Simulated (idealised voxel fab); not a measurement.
Module name: voxel self aligned vias (process module)
We display cut, a cross-section 225 nm in width whose square cells are each 5 nm.
Cross-section = grid of square cells, listed top down in bands; band = one or more rows. Top height, bottom height, nm. Materials left to right, width each, nm. Single material + "all across" = fills band edge to edge. "air" = empty. Height reference: 0 = level under which incoming wafer is all one material. Lowest band: no bottom, runs on downward, e.g. "0..down". A width given as "30 to 40" starts at the first number in the band's top row and ends at the second number in its bottom row, shifting by an equal amount at every step from row to row. The designation "nothing was modified", where it is given for a processing step, indicates that no cell of the cross-section was altered in the course of that step. "Enclosed voids": sealed empty spaces, 8 cells or more, no open way to top, listed width x height at distance, with distance from the left edge and width, height and distance in nm. Past the settings on a step's line: simulator remark, on that step. "overlay nm" denotes, for a step that has a mask, the displacement of the mask to the right of its planned place, with negative values corresponding to the left.

Intended process steps
step 1: RECEIVE,material Si
step 2: CONFORMAL_DEP,material SiO2,thk nm 10
step 3: CONFORMAL_DEP,material SiCN,thk nm 5
step 4: DIRECTIONAL_DEP,material lowk,thk nm 20
step 5: MASKED_ETCH,tone open,mask id LINES,width nm 30,pitch nm 55,etch materials lowk,depth nm 20,overlay nm 0
step 6: CONFORMAL_DEP,material TiN,thk nm 5
step 7: FILL_DEP,material Ru,thk nm 10
step 8: CMP,height nm 35
step 9: SELECTIVE_ETCH,etch materials W Ru TiN,depth nm 5
step 10: FILL_DEP,material SiN,thk nm 5
step 11: CMP,height nm 35
step 12: DIRECTIONAL_DEP,material lowk,thk nm 15
step 13: DIRECTIONAL_DEP,material aC,thk nm 10
step 14: PATTERN,tone open,mask id VIAS,material resist,width nm 40,pitch nm 55,thk nm 30,overlay nm 0
step 15: DIRECTIONAL_ETCH,etch materials aC,depth nm 10
step 16: STRIP,etch materials resist
step 17: DIRECTIONAL_ETCH,etch materials lowk,depth nm 15
step 18: DIRECTIONAL_ETCH,etch materials SiN,depth nm 5
step 19: STRIP,etch materials aC
step 20: CONFORMAL_DEP,material TiN,thk nm 5
step 21: FILL_DEP,material Ru,thk nm 10
step 22: CMP,height nm 50
step 23: CONFORMAL_DEP,material SiN,thk nm 5

On the first of the two wafers: run conducted according to plan

As-received wafer cross-section (after step 1)
  0..down  Si all across
  Enclosed voids: none

The wafer in cross-section once step 2 is complete
  10..0  SiO2 all across
  Under the height 0 nothing was changed.

The wafer in cross-section once step 3 is complete
  15..10  SiCN all across
  Under the height 10 nothing was changed.

The wafer in cross-section once step 4 is complete
  35..15  lowk all across
  Under the height 15 nothing was changed.

The wafer in cross-section once step 5 is complete
  35..15  40 lowk / 30 air / 25 lowk / 30 air / 25 lowk / 30 air / 45 lowk
  Under the height 15 nothing was changed.

The wafer in cross-section once step 6 is complete
  40..35  45 TiN / 20 air / 35 TiN / 20 air / 35 TiN / 20 air / 50 TiN
  35..20  40 lowk / 5 TiN / 20 air / 5 TiN / 25 lowk / 5 TiN / 20 air / 5 TiN / 25 lowk / 5 TiN / 20 air / 5 TiN / 45 lowk
  20..15  40 lowk / 30 TiN / 25 lowk / 30 TiN / 25 lowk / 30 TiN / 45 lowk
  Under the height 15 nothing was changed.

The wafer in cross-section once step 7 is complete
  50..40  Ru all across
  40..35  45 TiN / 20 Ru / 35 TiN / 20 Ru / 35 TiN / 20 Ru / 50 TiN
  35..20  40 lowk / 5 TiN / 20 Ru / 5 TiN / 25 lowk / 5 TiN / 20 Ru / 5 TiN / 25 lowk / 5 TiN / 20 Ru / 5 TiN / 45 lowk
  Under the height 20 nothing was changed.

The wafer in cross-section once step 8 is complete
  35..20  40 lowk / 5 TiN / 20 Ru / 5 TiN / 25 lowk / 5 TiN / 20 Ru / 5 TiN / 25 lowk / 5 TiN / 20 Ru / 5 TiN / 45 lowk
  Under the height 20 nothing was changed.

The wafer in cross-section once step 9 is complete
  35..30  40 lowk / 30 air / 25 lowk / 30 air / 25 lowk / 30 air / 45 lowk
  Under the height 30 nothing was changed.

The wafer in cross-section once step 10 is complete
  40..35  SiN all across
  35..30  40 lowk / 30 SiN / 25 lowk / 30 SiN / 25 lowk / 30 SiN / 45 lowk
  Under the height 30 nothing was changed.

The wafer in cross-section once step 11 is complete
  35..30  40 lowk / 30 SiN / 25 lowk / 30 SiN / 25 lowk / 30 SiN / 45 lowk
  Under the height 30 nothing was changed.

The wafer in cross-section once step 12 is complete
  50..35  lowk all across
  Under the height 35 nothing was changed.

The wafer in cross-section once step 13 is complete
  60..50  aC all across
  Under the height 50 nothing was changed.

The wafer in cross-section once step 14 is complete
  90..60  35 resist / 40 air / 15 resist / 40 air / 15 resist / 40 air / 40 resist
  Under the height 60 nothing was changed.

The wafer in cross-section once step 15 is complete
  80..60  35 resist / 40 air / 15 resist / 40 air / 15 resist / 40 air / 40 resist
  60..50  35 aC / 40 air / 15 aC / 40 air / 15 aC / 40 air / 40 aC
  Under the height 50 nothing was changed.

The wafer in cross-section once step 16 is complete
  60..50  35 aC / 40 air / 15 aC / 40 air / 15 aC / 40 air / 40 aC
  Under the height 50 nothing was changed.

The wafer in cross-section once step 17 is complete
  60..50  35 aC / 40 air / 15 aC / 40 air / 15 aC / 40 air / 40 aC
  50..35  35 lowk / 40 air / 15 lowk / 40 air / 15 lowk / 40 air / 40 lowk
  Under the height 35 nothing was changed.

The wafer in cross-section once step 18 is complete
  60..50  35 aC / 40 air / 15 aC / 40 air / 15 aC / 40 air / 40 aC
  50..35  35 lowk / 40 air / 15 lowk / 40 air / 15 lowk / 40 air / 40 lowk
  35..30  40 lowk / 30 air / 25 lowk / 30 air / 25 lowk / 30 air / 45 lowk
  Under the height 30 nothing was changed.

The wafer in cross-section once step 19 is complete
  50..35  35 lowk / 40 air / 15 lowk / 40 air / 15 lowk / 40 air / 40 lowk
  Under the height 35 nothing was changed.

The wafer in cross-section once step 20 is complete
  55..50  40 TiN / 30 air / 25 TiN / 30 air / 25 TiN / 30 air / 45 TiN
  50..40  35 lowk / 5 TiN / 30 air / 5 TiN / 15 lowk / 5 TiN / 30 air / 5 TiN / 15 lowk / 5 TiN / 30 air / 5 TiN / 40 lowk
  40..35  35 lowk / 10 TiN / 20 air / 10 TiN / 15 lowk / 10 TiN / 20 air / 10 TiN / 15 lowk / 10 TiN / 20 air / 10 TiN / 40 lowk
  35..30  40 lowk / 30 TiN / 25 lowk / 30 TiN / 25 lowk / 30 TiN / 45 lowk
  Under the height 30 nothing was changed.

The wafer in cross-section once step 21 is complete
  65..55  Ru all across
  55..50  40 TiN / 30 Ru / 25 TiN / 30 Ru / 25 TiN / 30 Ru / 45 TiN
  50..40  35 lowk / 5 TiN / 30 Ru / 5 TiN / 15 lowk / 5 TiN / 30 Ru / 5 TiN / 15 lowk / 5 TiN / 30 Ru / 5 TiN / 40 lowk
  40..35  35 lowk / 10 TiN / 20 Ru / 10 TiN / 15 lowk / 10 TiN / 20 Ru / 10 TiN / 15 lowk / 10 TiN / 20 Ru / 10 TiN / 40 lowk
  Under the height 35 nothing was changed.

The wafer in cross-section once step 22 is complete
  50..40  35 lowk / 5 TiN / 30 Ru / 5 TiN / 15 lowk / 5 TiN / 30 Ru / 5 TiN / 15 lowk / 5 TiN / 30 Ru / 5 TiN / 40 lowk
  Under the height 40 nothing was changed.

The wafer in cross-section once step 23 is complete
  55..50  SiN all across
  Under the height 50 nothing was changed.

The Second Wafer: Common Origin and Plan, One Mistake in Execution, Identical to the First Through Step 13

Cross-section of the second wafer when, according to plan, step 14 should have finished
  90..60  40 resist / 40 air / 15 resist / 40 air / 15 resist / 40 air / 35 resist
  Under the height 60 nothing was changed.

Cross-section of the second wafer when, according to plan, step 15 should have finished
  80..60  40 resist / 40 air / 15 resist / 40 air / 15 resist / 40 air / 35 resist
  60..50  40 aC / 40 air / 15 aC / 40 air / 15 aC / 40 air / 35 aC
  Under the height 50 nothing was changed.

Cross-section of the second wafer when, according to plan, step 16 should have finished
  60..50  40 aC / 40 air / 15 aC / 40 air / 15 aC / 40 air / 35 aC
  Under the height 50 nothing was changed.

Cross-section of the second wafer when, according to plan, step 17 should have finished
  60..50  40 aC / 40 air / 15 aC / 40 air / 15 aC / 40 air / 35 aC
  50..35  40 lowk / 40 air / 15 lowk / 40 air / 15 lowk / 40 air / 35 lowk
  Under the height 35 nothing was changed.

Cross-section of the second wafer when, according to plan, step 18 should have finished
  60..50  40 aC / 40 air / 15 aC / 40 air / 15 aC / 40 air / 35 aC
  50..35  40 lowk / 40 air / 15 lowk / 40 air / 15 lowk / 40 air / 35 lowk
  35..30  40 lowk / 30 air / 25 lowk / 30 air / 25 lowk / 30 air / 45 lowk
  Under the height 30 nothing was changed.

Cross-section of the second wafer when, according to plan, step 19 should have finished
  50..35  40 lowk / 40 air / 15 lowk / 40 air / 15 lowk / 40 air / 35 lowk
  Under the height 35 nothing was changed.

Cross-section of the second wafer when, according to plan, step 20 should have finished
  55..50  45 TiN / 30 air / 25 TiN / 30 air / 25 TiN / 30 air / 40 TiN
  50..40  40 lowk / 5 TiN / 30 air / 5 TiN / 15 lowk / 5 TiN / 30 air / 5 TiN / 15 lowk / 5 TiN / 30 air / 5 TiN / 35 lowk
  40..35  40 lowk / 5 TiN / 20 air / 15 TiN / 15 lowk / 5 TiN / 20 air / 15 TiN / 15 lowk / 5 TiN / 20 air / 15 TiN / 35 lowk
  35..30  40 lowk / 30 TiN / 25 lowk / 30 TiN / 25 lowk / 30 TiN / 45 lowk
  Under the height 30 nothing was changed.

Cross-section of the second wafer when, according to plan, step 21 should have finished
  65..55  Ru all across
  55..50  45 TiN / 30 Ru / 25 TiN / 30 Ru / 25 TiN / 30 Ru / 40 TiN
  50..40  40 lowk / 5 TiN / 30 Ru / 5 TiN / 15 lowk / 5 TiN / 30 Ru / 5 TiN / 15 lowk / 5 TiN / 30 Ru / 5 TiN / 35 lowk
  40..35  40 lowk / 5 TiN / 20 Ru / 15 TiN / 15 lowk / 5 TiN / 20 Ru / 15 TiN / 15 lowk / 5 TiN / 20 Ru / 15 TiN / 35 lowk
  Under the height 35 nothing was changed.

Cross-section of the second wafer when, according to plan, step 22 should have finished
  50..40  40 lowk / 5 TiN / 30 Ru / 5 TiN / 15 lowk / 5 TiN / 30 Ru / 5 TiN / 15 lowk / 5 TiN / 30 Ru / 5 TiN / 35 lowk
  Under the height 40 nothing was changed.

Cross-section of the second wafer when, according to plan, step 23 should have finished
  55..50  SiN all across
  Under the height 50 nothing was changed.
What was the processing mistake? rather than as planned, step 14 actually ran as PATTERN,tone open,mask id VIAS,material resist,width nm 40,pitch nm 55,thk nm 30,overlay nm 5
So at the finish, the second wafer's got exactly as many cells of each material as the first, just not in the same spots.
